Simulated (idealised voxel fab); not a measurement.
Process module in this document: voxel lift off
Displayed cross-section: cut, width of 180 nm, square cells sized 5 nm.
In this document a cross-section is written as a grid of square cells. It is given as a series of bands, listed from the top down, and a band is one or more rows of cells.
It is stipulated that each band's entry specify, in nanometres, the height of the top of the band and then that of its bottom, followed by the materials of the band in left-to-right sequence, each together with its width in nanometres. A single material marked by the word "full width" is understood to fill the band from edge to edge; the word "air" is understood to denote empty space.
We count height from 0. Below that, the starting wafer is all one material. The lowest band never ends at the bottom but goes on down; see "from 0 down" for how that is written.
Per-row width for "30->40": begins at first number (top row of band), ends at second number (bottom row), increment between rows held constant.
"remained the same" means the step left every cell of the cross-section as it was.
Listed in "Unvented voids": every empty space of 8 or more cells without an open way to the top. Form: width x height at distance, the distance being from the left edge, all in nm.
It should be noted that, on the line of a given step, the content following the step's settings is a remark produced by the simulator itself with respect to that step.
What "overlay nm" on a step's line means: if the step has a mask, that mask lay this far to the right of its planned place, or, when the value is negative, to the left.
THE PROCESS STEPS THAT WERE PLANNED ARE LISTED BELOW
step 1: RECEIVE [material Si]
step 2: CONFORMAL_DEP [material Al2O3] [thk nm 10]
step 3: PATTERN [tone open] [mask id LINES] [material resist] [width nm 20] [pitch nm 40] [thk nm 20] [overlay nm 0]
step 4: DIRECTIONAL_DEP [material Ru] [thk nm 10]
step 5: STRIP [etch materials resist]
step 6: CONFORMAL_DEP [material SiN] [thk nm 10]
CROSS-SECTION OF THE WAFER AT RECEIPT, WHICH IS THE CONDITION AFTER STEP 1
  from 0 down | Si full width
  Unvented voids: none
POST-MODULE CROSS-SECTION OF THE FIRST OF TWO WAFERS (RUN PER PLAN)
  from 30 to 20 | air (10)  SiN (160)  air (10)
  from 20 to 10 | SiN (20)  Ru (20)  SiN (20)  Ru (20)  SiN (20)  Ru (20)  SiN (20)  Ru (20)  SiN (20)
  from 10 to 0 | Al2O3 full width
  from 0 down | Si full width
  Unvented voids: none
WHAT THE SECOND WAFER LOOKS LIKE IN CROSS-SECTION ONCE THE MODULE IS DONE. ITS START AND ITS PLAN MATCHED THE FIRST WAFER'S EXACTLY; WHAT DIFFERED WAS ONE MISTAKE IN HOW IT WAS RUN
  from 20 to 10 | air (20)  Ru (20)  air (20)  Ru (20)  air (20)  Ru (20)  air (20)  Ru (20)  air (20)
  from 10 to 0 | Al2O3 full width
  from 0 down | Si full width
  Unvented voids: none
Against the plan, the run slipped here: plan step 6 never ran because it was skipped
Cell-count delta at end, second wafer over first, by material: SiN: 104 fewer
